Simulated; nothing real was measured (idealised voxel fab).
You're looking at the process module voxel capacitor over wiring.
It is cross-section cut that appears here, measuring 215 nm in width, its square cells being 5 nm in size.
A cross-section is a grid of square cells, given in bands from the top down. A band is one or more rows of cells. Read a band's entry like this: the first values are the height of its top and the height of its bottom in nm, and what follows is the sequence of materials from left to right, each with its width in nm. Note that "blank" is empty space, and that a single material marked "edge to edge" reaches across the band from edge to edge. The level at which height equals 0 is the one under which the wafer, as it arrives, is entirely one material. No lower edge exists for the bottom band, which continues downward and is notated as in "0 down". You'd read "30->40" like this: the band's top row of cells is as wide as the first number, its bottom row is as wide as the second, and going down, every row changes width by the same amount as the row before did. It should be understood that the words "all unchanged", when stated for a given step, signify that the cross-section underwent no change in any of its cells during that step. Each empty space that has no open way to the top and spans at least 8 cells appears under "Non-vented voids" as width x height at distance, the distance counted from the left edge, all in nm. It should be noted that, on the line of a given step, the content following the step's settings is a remark produced by the simulator itself with respect to that step. overlay nm: how far to the right of its planned place the mask lay on this masked step (negative: to the left).

**The steps planned for the process are as follows**
1: RECEIVE [material Si]
2: CONFORMAL_DEP [material SiO2] [thk nm 15]
3: CONFORMAL_DEP [material SiN] [thk nm 5]
4: DIRECTIONAL_DEP [material lowk] [thk nm 20]
5: MASKED_ETCH [tone open] [mask id METAL_1] [width nm 25] [pitch nm 95] [etch materials lowk] [depth nm 20] [overlay nm 0]
6: MASKED_ETCH [tone open] [mask id METAL_1] [width nm 25] [pitch nm 95] [etch materials SiN] [depth nm 5] [overlay nm 0]
7: CONFORMAL_DEP [material TiN] [thk nm 5]
8: FILL_DEP [material W] [thk nm 5]
9: CMP [height nm 40]
10: EPI [material Ru] [thk nm 5]
11: FILL_DEP [material SiCN] [thk nm 5]
12: DIRECTIONAL_DEP [material SiO2] [thk nm 10]
13: PATTERN [tone open] [mask id PLUG_1] [material resist] [width nm 15] [thk nm 15] [overlay nm 0]
14: DIRECTIONAL_ETCH [etch materials SiO2] [depth nm 10]
15: DIRECTIONAL_ETCH [etch materials SiCN] [depth nm 5]
16: STRIP [etch materials resist]
17: CONFORMAL_DEP [material TiN] [thk nm 5]
18: FILL_DEP [material Ru] [thk nm 5]
19: CMP [height nm 60]
20: DIRECTIONAL_DEP [material TiN] [thk nm 10]
21: DIRECTIONAL_DEP [material HfO2] [thk nm 5]
22: DIRECTIONAL_DEP [material TiN] [thk nm 10]
23: DIRECTIONAL_DEP [material aC] [thk nm 10]
24: PATTERN [tone cover] [mask id UPPER_PLATE] [material resist] [width nm 75] [thk nm 25] [overlay nm 0]
25: DIRECTIONAL_ETCH [etch materials aC] [depth nm 10]
26: STRIP [etch materials resist]
27: DIRECTIONAL_ETCH [etch materials TiN] [depth nm 10]
28: DIRECTIONAL_ETCH [etch materials HfO2] [depth nm 5]
29: STRIP [etch materials aC]
30: MASKED_ETCH [tone cover] [mask id LOWER_PLATE] [width nm 85] [etch materials TiN] [depth nm 10] [overlay nm 0]
31: FILL_DEP [material SiO2] [thk nm 20]
32: CMP [height nm 100]
33: PATTERN [tone open] [mask id PLUG_2] [material resist] [width nm 15] [thk nm 20] [overlay nm 0]
34: DIRECTIONAL_ETCH [etch materials SiO2] [depth nm 15]
35: STRIP [etch materials resist]
36: CONFORMAL_DEP [material TiN] [thk nm 5]
37: FILL_DEP [material Ru] [thk nm 5]
38: CMP [height nm 100]
39: CONFORMAL_DEP [material SiN] [thk nm 5]

**Concerning the first of two wafers, which was run in accordance with the plan**

**As received (post step 1): cross-section**
	0 down  Si edge to edge
	Non-vented voids: none

**Once step 2 is through, the wafer looks like this in cross-section**
	15 to 0  SiO2 edge to edge
	Whatever lies below 0 is exactly as it was before.

**Once step 3 is through, the wafer looks like this in cross-section**
	20 to 15  SiN edge to edge
	Whatever lies below 15 is exactly as it was before.

**Once step 4 is through, the wafer looks like this in cross-section**
	40 to 20  lowk edge to edge
	Whatever lies below 20 is exactly as it was before.

**Once step 5 is through, the wafer looks like this in cross-section**
	40 to 20  lowk 45 nm; blank 25 nm; lowk 70 nm; blank 25 nm; lowk 50 nm
	Whatever lies below 20 is exactly as it was before.

**Once step 6 is through, the wafer looks like this in cross-section**
	40 to 20  lowk 45 nm; blank 25 nm; lowk 70 nm; blank 25 nm; lowk 50 nm
	20 to 15  SiN 45 nm; blank 25 nm; SiN 70 nm; blank 25 nm; SiN 50 nm
	Whatever lies below 15 is exactly as it was before.

**Once step 7 is through, the wafer looks like this in cross-section**
	45 to 40  TiN 50 nm; blank 15 nm; TiN 80 nm; blank 15 nm; TiN 55 nm
	40 to 20  lowk 45 nm; TiN 5 nm; blank 15 nm; TiN 5 nm; lowk 70 nm; TiN 5 nm; blank 15 nm; TiN 5 nm; lowk 50 nm
	20 to 15  SiN 45 nm; TiN 25 nm; SiN 70 nm; TiN 25 nm; SiN 50 nm
	Whatever lies below 15 is exactly as it was before.

**Once step 8 is through, the wafer looks like this in cross-section**
	50 to 45  W edge to edge
	45 to 40  TiN 50 nm; W 15 nm; TiN 80 nm; W 15 nm; TiN 55 nm
	40 to 20  lowk 45 nm; TiN 5 nm; W 15 nm; TiN 5 nm; lowk 70 nm; TiN 5 nm; W 15 nm; TiN 5 nm; lowk 50 nm
	Whatever lies below 20 is exactly as it was before.

**Once step 9 is through, the wafer looks like this in cross-section**
	40 to 20  lowk 45 nm; TiN 5 nm; W 15 nm; TiN 5 nm; lowk 70 nm; TiN 5 nm; W 15 nm; TiN 5 nm; lowk 50 nm
	Whatever lies below 20 is exactly as it was before.

**Once step 10 is through, the wafer looks like this in cross-section**
	45 to 40  blank 40 nm; Ru 35 nm; blank 60 nm; Ru 35 nm; blank 45 nm
	Whatever lies below 40 is exactly as it was before.

**Once step 11 is through, the wafer looks like this in cross-section**
	50 to 45  SiCN edge to edge
	45 to 40  SiCN 40 nm; Ru 35 nm; SiCN 60 nm; Ru 35 nm; SiCN 45 nm
	Whatever lies below 40 is exactly as it was before.

**Once step 12 is through, the wafer looks like this in cross-section**
	60 to 50  SiO2 edge to edge
	Whatever lies below 50 is exactly as it was before.

**Once step 13 is through, the wafer looks like this in cross-section**
	75 to 60  resist 55 nm; blank 15 nm; resist 145 nm
	Whatever lies below 60 is exactly as it was before.

**Once step 14 is through, the wafer looks like this in cross-section**
	75 to 60  resist 55 nm; blank 15 nm; resist 145 nm
	60 to 50  SiO2 55 nm; blank 15 nm; SiO2 145 nm
	Whatever lies below 50 is exactly as it was before.

**Once step 15 is through, the wafer looks like this in cross-section**
	75 to 60  resist 55 nm; blank 15 nm; resist 145 nm
	60 to 50  SiO2 55 nm; blank 15 nm; SiO2 145 nm
	50 to 45  SiCN 55 nm; blank 15 nm; SiCN 145 nm
	Whatever lies below 45 is exactly as it was before.

**Once step 16 is through, the wafer looks like this in cross-section**
	60 to 50  SiO2 55 nm; blank 15 nm; SiO2 145 nm
	Whatever lies below 50 is exactly as it was before.

**Once step 17 is through, the wafer looks like this in cross-section**
	65 to 60  TiN 60 nm; blank 5 nm; TiN 150 nm
	60 to 50  SiO2 55 nm; TiN 5 nm; blank 5 nm; TiN 5 nm; SiO2 145 nm
	50 to 45  SiCN 55 nm; TiN 15 nm; SiCN 145 nm
	Whatever lies below 45 is exactly as it was before.

**Once step 18 is through, the wafer looks like this in cross-section**
	70 to 65  Ru edge to edge
	65 to 60  TiN 60 nm; Ru 5 nm; TiN 150 nm
	60 to 50  SiO2 55 nm; TiN 5 nm; Ru 5 nm; TiN 5 nm; SiO2 145 nm
	Whatever lies below 50 is exactly as it was before.

**Once step 19 is through, the wafer looks like this in cross-section**
	60 to 50  SiO2 55 nm; TiN 5 nm; Ru 5 nm; TiN 5 nm; SiO2 145 nm
	Whatever lies below 50 is exactly as it was before.

**Once step 20 is through, the wafer looks like this in cross-section**
	70 to 60  TiN edge to edge
	Whatever lies below 60 is exactly as it was before.

**Once step 21 is through, the wafer looks like this in cross-section**
	75 to 70  HfO2 edge to edge
	Whatever lies below 70 is exactly as it was before.

**Once step 22 is through, the wafer looks like this in cross-section**
	85 to 75  TiN edge to edge
	Whatever lies below 75 is exactly as it was before.

**Once step 23 is through, the wafer looks like this in cross-section**
	95 to 85  aC edge to edge
	Whatever lies below 85 is exactly as it was before.

**Once step 24 is through, the wafer looks like this in cross-section**
	120 to 95  blank 55 nm; resist 75 nm; blank 85 nm
	Whatever lies below 95 is exactly as it was before.

**Once step 25 is through, the wafer looks like this in cross-section**
	110 to 95  blank 55 nm; resist 75 nm; blank 85 nm
	95 to 85  blank 55 nm; aC 75 nm; blank 85 nm
	Whatever lies below 85 is exactly as it was before.

**Once step 26 is through, the wafer looks like this in cross-section**
	95 to 85  blank 55 nm; aC 75 nm; blank 85 nm
	Whatever lies below 85 is exactly as it was before.

**Once step 27 is through, the wafer looks like this in cross-section**
	95 to 85  blank 55 nm; aC 75 nm; blank 85 nm
	85 to 75  blank 55 nm; TiN 75 nm; blank 85 nm
	Whatever lies below 75 is exactly as it was before.

**Once step 28 is through, the wafer looks like this in cross-section**
	95 to 85  blank 55 nm; aC 75 nm; blank 85 nm
	85 to 75  blank 55 nm; TiN 75 nm; blank 85 nm
	75 to 70  blank 55 nm; HfO2 75 nm; blank 85 nm
	Whatever lies below 70 is exactly as it was before.

**Once step 29 is through, the wafer looks like this in cross-section**
	85 to 75  blank 55 nm; TiN 75 nm; blank 85 nm
	Whatever lies below 75 is exactly as it was before.

**Once step 30 is through, the wafer looks like this in cross-section**
	85 to 75  blank 55 nm; TiN 75 nm; blank 85 nm
	75 to 70  blank 55 nm; HfO2 75 nm; blank 85 nm
	70 to 60  blank 50 nm; TiN 85 nm; blank 80 nm
	Whatever lies below 60 is exactly as it was before.

**Once step 31 is through, the wafer looks like this in cross-section**
	105 to 85  SiO2 edge to edge
	85 to 75  SiO2 55 nm; TiN 75 nm; SiO2 85 nm
	75 to 70  SiO2 55 nm; HfO2 75 nm; SiO2 85 nm
	70 to 60  SiO2 50 nm; TiN 85 nm; SiO2 80 nm
	Whatever lies below 60 is exactly as it was before.

**Once step 32 is through, the wafer looks like this in cross-section**
	100 to 85  SiO2 edge to edge
	Whatever lies below 85 is exactly as it was before.

**Once step 33 is through, the wafer looks like this in cross-section**
	120 to 100  resist 65 nm; blank 15 nm; resist 135 nm
	Whatever lies below 100 is exactly as it was before.

**Once step 34 is through, the wafer looks like this in cross-section**
	120 to 100  resist 65 nm; blank 15 nm; resist 135 nm
	100 to 85  SiO2 65 nm; blank 15 nm; SiO2 135 nm
	Whatever lies below 85 is exactly as it was before.

**Once step 35 is through, the wafer looks like this in cross-section**
	100 to 85  SiO2 65 nm; blank 15 nm; SiO2 135 nm
	Whatever lies below 85 is exactly as it was before.

**Once step 36 is through, the wafer looks like this in cross-section**
	105 to 100  TiN 70 nm; blank 5 nm; TiN 140 nm
	100 to 90  SiO2 65 nm; TiN 5 nm; blank 5 nm; TiN 5 nm; SiO2 135 nm
	90 to 85  SiO2 65 nm; TiN 15 nm; SiO2 135 nm
	Whatever lies below 85 is exactly as it was before.

**Once step 37 is through, the wafer looks like this in cross-section**
	110 to 105  Ru edge to edge
	105 to 100  TiN 70 nm; Ru 5 nm; TiN 140 nm
	100 to 90  SiO2 65 nm; TiN 5 nm; Ru 5 nm; TiN 5 nm; SiO2 135 nm
	Whatever lies below 90 is exactly as it was before.

**Once step 38 is through, the wafer looks like this in cross-section**
	100 to 90  SiO2 65 nm; TiN 5 nm; Ru 5 nm; TiN 5 nm; SiO2 135 nm
	Whatever lies below 90 is exactly as it was before.

**Once step 39 is through, the wafer looks like this in cross-section**
	105 to 100  SiN edge to edge
	Whatever lies below 100 is exactly as it was before.

**Companion wafer, the second of two: same beginning, same intended sequence, one mistake in carrying it out; through step 31 inclusive it tracks the first exactly**

**Cross-section of the second wafer when, according to plan, step 32 should have finished**
	95 to 85  SiO2 edge to edge
	Whatever lies below 85 is exactly as it was before.

**Cross-section of the second wafer when, according to plan, step 33 should have finished**
	115 to 95  resist 65 nm; blank 15 nm; resist 135 nm
	Whatever lies below 95 is exactly as it was before.

**Cross-section of the second wafer when, according to plan, step 34 should have finished**
	115 to 95  resist 65 nm; blank 15 nm; resist 135 nm
	95 to 85  SiO2 65 nm; blank 15 nm; SiO2 135 nm
	Whatever lies below 85 is exactly as it was before.

**Cross-section of the second wafer when, according to plan, step 35 should have finished**
	95 to 85  SiO2 65 nm; blank 15 nm; SiO2 135 nm
	Whatever lies below 85 is exactly as it was before.

**Cross-section of the second wafer when, according to plan, step 36 should have finished**
	100 to 95  TiN 70 nm; blank 5 nm; TiN 140 nm
	95 to 90  SiO2 65 nm; TiN 5 nm; blank 5 nm; TiN 5 nm; SiO2 135 nm
	90 to 85  SiO2 65 nm; TiN 15 nm; SiO2 135 nm
	Whatever lies below 85 is exactly as it was before.

**Cross-section of the second wafer when, according to plan, step 37 should have finished**
	105 to 100  Ru edge to edge
	100 to 95  TiN 70 nm; Ru 5 nm; TiN 140 nm
	95 to 90  SiO2 65 nm; TiN 5 nm; Ru 5 nm; TiN 5 nm; SiO2 135 nm
	Whatever lies below 90 is exactly as it was before.

**Cross-section of the second wafer when, according to plan, step 38 should have finished**
	100 to 95  TiN 70 nm; Ru 5 nm; TiN 140 nm
	Whatever lies below 95 is exactly as it was before.

**Cross-section of the second wafer when, according to plan, step 39 should have finished**
	105 to 100  SiN edge to edge
	Whatever lies below 100 is exactly as it was before.
Diagnosis: for step 32, the planned setting was not used; the step was instead run as CMP [height nm 95]
FYI, end of process, the second wafer has more or fewer cells of some materials than the first: SiO2 -40 | TiN +40
